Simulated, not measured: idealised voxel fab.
Presented below is a process module, voxel wiring stack.
cross-section cut | 260 nm wide | cells 5 nm
Square cells in a grid make up a cross-section in this document, and the grid is given as bands, listed from the top down, each one or more rows of cells. Each band's line starts with the height of the band's top and of its bottom, in nm. Then come its materials from left to right, each with its width in nm. One material with "all across" fills the band from edge to edge. "air" is empty space. Measure heights from 0. That's the level where, below it, the as-received wafer is all one material. The lowest band is bottomless and extends downward; write it as in "top 0, no bottom". Read "30..40" as a graded width: first number on top, second number at the bottom, same change between each pair of neighbouring rows. It should be understood that the words "left unchanged", when stated for a given step, signify that the cross-section underwent no change in any of its cells during that step. The entry "Closed internal voids" lists the empty spaces that cover at least 8 cells and have no open path to the top. Each is written as width x height at distance, where the distance is measured from the left edge and all three values are in nm. Step line, after settings: the simulator's comment on this step. You can add "overlay nm" to a step's line. For a step with a mask, it describes how far the mask lay to the right of its planned position, and a negative number describes a lay to the left.
The process steps that were planned are listed below
1) RECEIVE [material Si]
2) CONFORMAL_DEP [material SiO2] [thk nm 15]
3) CONFORMAL_DEP [material SiN] [thk nm 5]
4) DIRECTIONAL_DEP [material SiO2] [thk nm 15]
5) PATTERN [tone open] [mask id METAL_1] [material resist] [width nm 30] [pitch nm 60] [thk nm 15] [overlay nm 0]
6) DIRECTIONAL_ETCH [etch materials SiO2] [depth nm 15]
7) DIRECTIONAL_ETCH [etch materials SiN] [depth nm 5]
8) STRIP [etch materials resist]
9) CONFORMAL_DEP [material TiN] [thk nm 5]
10) FILL_DEP [material W] [thk nm 5]
11) CMP [height nm 35]
12) EPI [material Ru] [thk nm 5]
13) FILL_DEP [material SiCN] [thk nm 5]
14) DIRECTIONAL_DEP [material lowk] [thk nm 30]
15) DIRECTIONAL_DEP [material aC] [thk nm 10]
16) PATTERN [tone open] [mask id METAL_2] [material resist] [width nm 30] [pitch nm 60] [thk nm 25] [overlay nm 0]
17) DIRECTIONAL_ETCH [etch materials aC] [depth nm 10]
18) STRIP [etch materials resist]
19) DIRECTIONAL_ETCH [etch materials lowk] [depth nm 20]
20) STRIP [etch materials aC]
21) DIRECTIONAL_DEP [material aC] [thk nm 15]
22) PATTERN [tone open] [mask id METAL_2_HOLES] [material resist] [width nm 15] [pitch nm 120] [thk nm 30] [overlay nm 0]
23) DIRECTIONAL_ETCH [etch materials aC] [depth nm 15]
24) STRIP [etch materials resist]
25) DIRECTIONAL_ETCH [etch materials lowk] [depth nm 10]
26) DIRECTIONAL_ETCH [etch materials SiCN] [depth nm 5]
27) STRIP [etch materials aC]
28) CONFORMAL_DEP [material TiN] [thk nm 5]
29) FILL_DEP [material Cu] [thk nm 5]
30) CMP [height nm 75]
31) CONFORMAL_DEP [material SiCN] [thk nm 5]
32) DIRECTIONAL_DEP [material lowk] [thk nm 15]
33) MASKED_ETCH [tone open] [mask id PLUG_2] [width nm 15] [pitch nm 120] [etch materials lowk] [depth nm 15] [overlay nm 0]
34) MASKED_ETCH [tone open] [mask id PLUG_2] [width nm 15] [pitch nm 120] [etch materials SiCN] [depth nm 5] [overlay nm 0]
35) EPI [material Ru] [thk nm 10]
36) EPI [material Ru] [thk nm 10]
37) DIRECTIONAL_DEP [material TiN] [thk nm 5]
38) DIRECTIONAL_DEP [material Ru] [thk nm 25]
39) MASKED_ETCH [tone cover] [mask id METAL_3] [width nm 30] [pitch nm 60] [etch materials Ru] [depth nm 25] [overlay nm 0]
40) MASKED_ETCH [tone cover] [mask id METAL_3] [width nm 30] [pitch nm 60] [etch materials TiN] [depth nm 5] [overlay nm 0]
41) CONFORMAL_DEP [material SiN] [thk nm 5]
42) FILL_DEP [material SiO2] [thk nm 5]
43) CMP [height nm 125]
44) CONFORMAL_DEP [material SiN] [thk nm 5]
Here's what the wafer looked like in cross-section when it arrived - that's after step 1
	top 0, no bottom = Si all across
	Closed internal voids: none
Result of the module, cross-sectioned: start per above, plan per above, one error in how it was run
	top 130, bottom 125 = SiN all across
	top 125, bottom 105 = SiO2=50  SiN=5  Ru=30  SiN=5  SiO2=20  SiN=5  Ru=30  SiN=5  SiO2=20  SiN=5  Ru=30  SiN=5  SiO2=50
	top 105, bottom 100 = SiO2=40  SiN=15  Ru=30  SiN=5  SiO2=10  SiN=15  Ru=30  SiN=5  SiO2=10  SiN=15  Ru=30  SiN=5  SiO2=50
	top 100, bottom 95 = SiN=45  TiN=40  SiN=20  TiN=40  SiN=20  TiN=40  SiN=55
	top 95, bottom 80 = lowk=55  Ru=15  lowk=105  Ru=15  lowk=70
	top 80, bottom 75 = SiCN=55  Ru=15  SiCN=105  Ru=15  SiCN=70
	top 75, bottom 60 = lowk=55  TiN=5  Cu=20  TiN=5  lowk=30  TiN=5  Cu=20  TiN=5  lowk=30  TiN=5  Cu=20  TiN=5  lowk=55
	top 60, bottom 55 = lowk=55  TiN=5  Cu=5  TiN=20  lowk=30  TiN=30  lowk=30  TiN=5  Cu=5  TiN=20  lowk=55
	top 55, bottom 45 = lowk=55  TiN=5  Cu=5  TiN=5  lowk=105  TiN=5  Cu=5  TiN=5  lowk=70
	top 45, bottom 40 = SiCN=55  TiN=15  SiCN=105  TiN=15  SiCN=70
	top 40, bottom 35 = SiCN=50  Ru=40  SiCN=20  Ru=40  SiCN=20  Ru=40  SiCN=50
	top 35, bottom 20 = SiO2=55  TiN=5  W=20  TiN=5  SiO2=30  TiN=5  W=20  TiN=5  SiO2=30  TiN=5  W=20  TiN=5  SiO2=55
	top 20, bottom 15 = SiN=55  TiN=30  SiN=30  TiN=30  SiN=30  TiN=30  SiN=55
	top 15, bottom 0 = SiO2 all across
	top 0, no bottom = Si all across
	Closed internal voids: none
Processing error: the process deviated at step 40: the operation and settings actually run there were MASKED_ETCH [tone cover] [mask id METAL_3] [width nm 30] [pitch nm 60] [etch materials TiN] [depth nm 5] [overlay nm -10]
